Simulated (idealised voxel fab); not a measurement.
The following is a process module called voxel self aligned vias.
Square cells of 5 nm make up the cross-section cut, whose width is 195 nm.
Each cross-section below is a grid of square cells, stated as bands in top-down order, with one or more rows of cells making up each band.
Top, bottom (nm), then materials left to right with widths (nm); lone material tagged "all across" fills the whole band edge to edge; "empty" = empty space.
Basically, 0 is our baseline, since under it the wafer straight out of the box is all one material. The bottom band has no lower end and keeps on going down, so it looks like "0..down".
A two-number width, for instance "30..40", indicates that the width is equal to the first number in the top row of the band and to the second number in the bottom row, and that it changes by a constant amount per row of cells.
No cell of the cross-section changed in a step that is given as "identical to before".
"Voids lacking openings": sealed empty spaces, 8 cells or more, no open way to top, listed width x height at distance, with distance from the left edge and width, height and distance in nm.
after a step's settings: what the simulator itself notes on the step
overlay nm, on a step with a mask: how far to the right of its planned place the mask lay; to the left if negative

**Below is the list of planned process steps**
- 1: RECEIVE, material Si
- 2: CONFORMAL_DEP, material SiO2, thk nm 10
- 3: CONFORMAL_DEP, material SiCN, thk nm 5
- 4: DIRECTIONAL_DEP, material lowk, thk nm 25
- 5: PATTERN, tone open, mask id LINES, material resist, width nm 25, pitch nm 65, thk nm 15, overlay nm 0
- 6: DIRECTIONAL_ETCH, etch materials lowk, depth nm 25
- 7: STRIP, etch materials resist
- 8: CONFORMAL_DEP, material TiN, thk nm 5
- 9: FILL_DEP, material W, thk nm 5
- 10: CMP, height nm 40
- 11: SELECTIVE_ETCH, etch materials W Ru TiN, depth nm 5
- 12: FILL_DEP, material SiN, thk nm 5
- 13: CMP, height nm 40
- 14: DIRECTIONAL_DEP, material lowk, thk nm 20
- 15: PATTERN, tone open, mask id VIAS, material resist, width nm 35, pitch nm 65, thk nm 15, overlay nm 0
- 16: DIRECTIONAL_ETCH, etch materials lowk, depth nm 20
- 17: DIRECTIONAL_ETCH, etch materials SiN, depth nm 5
- 18: STRIP, etch materials resist
- 19: CONFORMAL_DEP, material TiN, thk nm 5
- 20: FILL_DEP, material Ru, thk nm 10
- 21: CMP, height nm 60
- 22: CONFORMAL_DEP, material SiCN, thk nm 5

**So, the first of our two wafers, run just as we planned it**

**as received, after step 1**
0..down: Si all across
Voids lacking openings: none

**Sectional view: wafer, after step 2**
10..0: SiO2 all across
Nothing below the height 0 has changed.

**Sectional view: wafer, after step 3**
15..10: SiCN all across
Nothing below the height 10 has changed.

**Sectional view: wafer, after step 4**
40..15: lowk all across
Nothing below the height 15 has changed.

**Sectional view: wafer, after step 5**
55..40: resist: 50 | empty: 25 | resist: 40 | empty: 25 | resist: 55
Nothing below the height 40 has changed.

**Sectional view: wafer, after step 6**
55..40: resist: 50 | empty: 25 | resist: 40 | empty: 25 | resist: 55
40..15: lowk: 50 | empty: 25 | lowk: 40 | empty: 25 | lowk: 55
Nothing below the height 15 has changed.

**Sectional view: wafer, after step 7**
40..15: lowk: 50 | empty: 25 | lowk: 40 | empty: 25 | lowk: 55
Nothing below the height 15 has changed.

**Sectional view: wafer, after step 8**
45..40: TiN: 55 | empty: 15 | TiN: 50 | empty: 15 | TiN: 60
40..20: lowk: 50 | TiN: 5 | empty: 15 | TiN: 5 | lowk: 40 | TiN: 5 | empty: 15 | TiN: 5 | lowk: 55
20..15: lowk: 50 | TiN: 25 | lowk: 40 | TiN: 25 | lowk: 55
Nothing below the height 15 has changed.

**Sectional view: wafer, after step 9**
50..45: W all across
45..40: TiN: 55 | W: 15 | TiN: 50 | W: 15 | TiN: 60
40..20: lowk: 50 | TiN: 5 | W: 15 | TiN: 5 | lowk: 40 | TiN: 5 | W: 15 | TiN: 5 | lowk: 55
Nothing below the height 20 has changed.

**Sectional view: wafer, after step 10**
40..20: lowk: 50 | TiN: 5 | W: 15 | TiN: 5 | lowk: 40 | TiN: 5 | W: 15 | TiN: 5 | lowk: 55
Nothing below the height 20 has changed.

**Sectional view: wafer, after step 11**
40..35: lowk: 50 | empty: 25 | lowk: 40 | empty: 25 | lowk: 55
Nothing below the height 35 has changed.

**Sectional view: wafer, after step 12**
45..40: SiN all across
40..35: lowk: 50 | SiN: 25 | lowk: 40 | SiN: 25 | lowk: 55
Nothing below the height 35 has changed.

**Sectional view: wafer, after step 13**
40..35: lowk: 50 | SiN: 25 | lowk: 40 | SiN: 25 | lowk: 55
Nothing below the height 35 has changed.

**Sectional view: wafer, after step 14**
60..40: lowk all across
Nothing below the height 40 has changed.

**Sectional view: wafer, after step 15**
75..60: resist: 45 | empty: 35 | resist: 30 | empty: 35 | resist: 50
Nothing below the height 60 has changed.

**Sectional view: wafer, after step 16**
75..60: resist: 45 | empty: 35 | resist: 30 | empty: 35 | resist: 50
60..40: lowk: 45 | empty: 35 | lowk: 30 | empty: 35 | lowk: 50
Nothing below the height 40 has changed.

**Sectional view: wafer, after step 17**
75..60: resist: 45 | empty: 35 | resist: 30 | empty: 35 | resist: 50
60..40: lowk: 45 | empty: 35 | lowk: 30 | empty: 35 | lowk: 50
40..35: lowk: 50 | empty: 25 | lowk: 40 | empty: 25 | lowk: 55
Nothing below the height 35 has changed.

**Sectional view: wafer, after step 18**
60..40: lowk: 45 | empty: 35 | lowk: 30 | empty: 35 | lowk: 50
Nothing below the height 40 has changed.

**Sectional view: wafer, after step 19**
65..60: TiN: 50 | empty: 25 | TiN: 40 | empty: 25 | TiN: 55
60..45: lowk: 45 | TiN: 5 | empty: 25 | TiN: 5 | lowk: 30 | TiN: 5 | empty: 25 | TiN: 5 | lowk: 50
45..40: lowk: 45 | TiN: 10 | empty: 15 | TiN: 10 | lowk: 30 | TiN: 10 | empty: 15 | TiN: 10 | lowk: 50
40..35: lowk: 50 | TiN: 25 | lowk: 40 | TiN: 25 | lowk: 55
Nothing below the height 35 has changed.

**Sectional view: wafer, after step 20**
75..65: Ru all across
65..60: TiN: 50 | Ru: 25 | TiN: 40 | Ru: 25 | TiN: 55
60..45: lowk: 45 | TiN: 5 | Ru: 25 | TiN: 5 | lowk: 30 | TiN: 5 | Ru: 25 | TiN: 5 | lowk: 50
45..40: lowk: 45 | TiN: 10 | Ru: 15 | TiN: 10 | lowk: 30 | TiN: 10 | Ru: 15 | TiN: 10 | lowk: 50
Nothing below the height 40 has changed.

**Sectional view: wafer, after step 21**
60..45: lowk: 45 | TiN: 5 | Ru: 25 | TiN: 5 | lowk: 30 | TiN: 5 | Ru: 25 | TiN: 5 | lowk: 50
Nothing below the height 45 has changed.

**Sectional view: wafer, after step 22**
65..60: SiCN all across
Nothing below the height 60 has changed.

**Here the second wafer is described. Its start and its plan were those of the first wafer. Its run contained one mistake. Up to and including step 9, it did exactly what the first wafer did**

**Second wafer, cross-section, planned end of step 10**
35..20: lowk: 50 | TiN: 5 | W: 15 | TiN: 5 | lowk: 40 | TiN: 5 | W: 15 | TiN: 5 | lowk: 55
Nothing below the height 20 has changed.

**Second wafer, cross-section, planned end of step 11**
35..30: lowk: 50 | empty: 25 | lowk: 40 | empty: 25 | lowk: 55
Nothing below the height 30 has changed.

**Second wafer, cross-section, planned end of step 12**
40..35: SiN all across
35..30: lowk: 50 | SiN: 25 | lowk: 40 | SiN: 25 | lowk: 55
Nothing below the height 30 has changed.

Second wafer, cross-section, planned end of step 13: identical to before

**Second wafer, cross-section, planned end of step 14**
60..40: lowk all across
Nothing below the height 40 has changed.

**Second wafer, cross-section, planned end of step 15**
75..60: resist: 45 | empty: 35 | resist: 30 | empty: 35 | resist: 50
Nothing below the height 60 has changed.

**Second wafer, cross-section, planned end of step 16**
75..60: resist: 45 | empty: 35 | resist: 30 | empty: 35 | resist: 50
60..40: lowk: 45 | empty: 35 | lowk: 30 | empty: 35 | lowk: 50
Nothing below the height 40 has changed.

**Second wafer, cross-section, planned end of step 17**
75..60: resist: 45 | empty: 35 | resist: 30 | empty: 35 | resist: 50
60..40: lowk: 45 | empty: 35 | lowk: 30 | empty: 35 | lowk: 50
40..35: SiN: 45 | empty: 35 | SiN: 30 | empty: 35 | SiN: 50
Nothing below the height 35 has changed.

**Second wafer, cross-section, planned end of step 18**
60..40: lowk: 45 | empty: 35 | lowk: 30 | empty: 35 | lowk: 50
Nothing below the height 40 has changed.

**Second wafer, cross-section, planned end of step 19**
65..60: TiN: 50 | empty: 25 | TiN: 40 | empty: 25 | TiN: 55
60..40: lowk: 45 | TiN: 5 | empty: 25 | TiN: 5 | lowk: 30 | TiN: 5 | empty: 25 | TiN: 5 | lowk: 50
40..35: SiN: 45 | TiN: 35 | SiN: 30 | TiN: 35 | SiN: 50
Nothing below the height 35 has changed.

**Second wafer, cross-section, planned end of step 20**
75..65: Ru all across
65..60: TiN: 50 | Ru: 25 | TiN: 40 | Ru: 25 | TiN: 55
60..40: lowk: 45 | TiN: 5 | Ru: 25 | TiN: 5 | lowk: 30 | TiN: 5 | Ru: 25 | TiN: 5 | lowk: 50
Nothing below the height 40 has changed.

**Second wafer, cross-section, planned end of step 21**
60..40: lowk: 45 | TiN: 5 | Ru: 25 | TiN: 5 | lowk: 30 | TiN: 5 | Ru: 25 | TiN: 5 | lowk: 50
Nothing below the height 40 has changed.

**Second wafer, cross-section, planned end of step 22**
65..60: SiCN all across
Nothing below the height 60 has changed.
Processing error: contrary to plan, step 10 was performed as CMP, height nm 35
Final wafer comparison in cells, second versus first, more or fewer per material: 4 more of Ru | 35 more of SiN | 4 fewer of TiN | 6 fewer of W | 29 fewer of lowk
